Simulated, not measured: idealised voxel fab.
process module | voxel lift off
cross-section cut | 295 nm wide | cells 5 nm
A cross-section is a grid of square cells, given in bands from the top down. A band is one or more rows of cells.
Each band's line starts with the height of the band's top and of its bottom, in nm. Then come its materials from left to right, each with its width in nm. One material with "throughout" fills the band from edge to edge. "air" is empty space.
Height 0 is the level under which the wafer as received is all one material. The lowest band goes on downwards, as in "0 down".
A width such as "30 to 40" changes by the same amount from each row of cells to the next, from the band's top row to its bottom row.
"no change" after a step means that no cell of the cross-section changed.
closed voids: empty space of 8 cells or more with no open way to the top, each as width x height at its distance from the left edge, in nm
after a step's settings: what the simulator itself notes on the step
overlay nm, on a step with a mask: how far to the right of its planned place the mask lay; to the left if negative
plan
1 op RECEIVE | material Si
2 op CONFORMAL_DEP | material SiN | thk nm 5
3 op PATTERN | tone open | mask id LINES | material resist | width nm 30 | pitch nm 50 | thk nm 20 | overlay nm 0
4 op DIRECTIONAL_DEP | material Ru | thk nm 10
5 op STRIP | etch materials resist
6 op CONFORMAL_DEP | material SiN | thk nm 10
first wafer, as planned
as received, after step 1
  0 down: Si throughout
  closed voids: none
after step 2
  5 to 0: SiN throughout
  below 0: unchanged
after step 3
  25 to 5: resist 55 | air 30 | resist 20 | air 30 | resist 20 | air 30 | resist 20 | air 30 | resist 60
  below 5: unchanged
after step 4
  35 to 25: Ru 55 | air 30 | Ru 20 | air 30 | Ru 20 | air 30 | Ru 20 | air 30 | Ru 60
  25 to 15: resist 55 | air 30 | resist 20 | air 30 | resist 20 | air 30 | resist 20 | air 30 | resist 60
  15 to 5: resist 55 | Ru 30 | resist 20 | Ru 30 | resist 20 | Ru 30 | resist 20 | Ru 30 | resist 60
  below 5: unchanged
after step 5
  15 to 5: air 55 | Ru 30 | air 20 | Ru 30 | air 20 | Ru 30 | air 20 | Ru 30 | air 60
  below 5: unchanged
after step 6
  25 to 15: air 45 | SiN 200 | air 50
  15 to 5: SiN 55 | Ru 30 | SiN 20 | Ru 30 | SiN 20 | Ru 30 | SiN 20 | Ru 30 | SiN 60
  below 5: unchanged
second wafer: like start, like plan, one mistake. Through step 3 it matches the first wafer
when step 4 should have ended
  40 to 25: Ru 55 | air 30 | Ru 20 | air 30 | Ru 20 | air 30 | Ru 20 | air 30 | Ru 60
  25 to 20: resist 55 | air 30 | resist 20 | air 30 | resist 20 | air 30 | resist 20 | air 30 | resist 60
  20 to 5: resist 55 | Ru 30 | resist 20 | Ru 30 | resist 20 | Ru 30 | resist 20 | Ru 30 | resist 60
  below 5: unchanged
when step 5 should have ended
  20 to 5: air 55 | Ru 30 | air 20 | Ru 30 | air 20 | Ru 30 | air 20 | Ru 30 | air 60
  below 5: unchanged
when step 6 should have ended
  30 to 20: air 45 | SiN 200 | air 50
  20 to 15: air 45 | SiN 10 | Ru 30 | SiN 20 | Ru 30 | SiN 20 | Ru 30 | SiN 20 | Ru 30 | SiN 10 | air 50
  15 to 5: SiN 55 | Ru 30 | SiN 20 | Ru 30 | SiN 20 | Ru 30 | SiN 20 | Ru 30 | SiN 60
  below 5: unchanged
what went wrong: step 4 ran as: op DIRECTIONAL_DEP | material Ru | thk nm 15
at the end the second wafer has, in cells: 24 more of Ru | 16 more of SiN
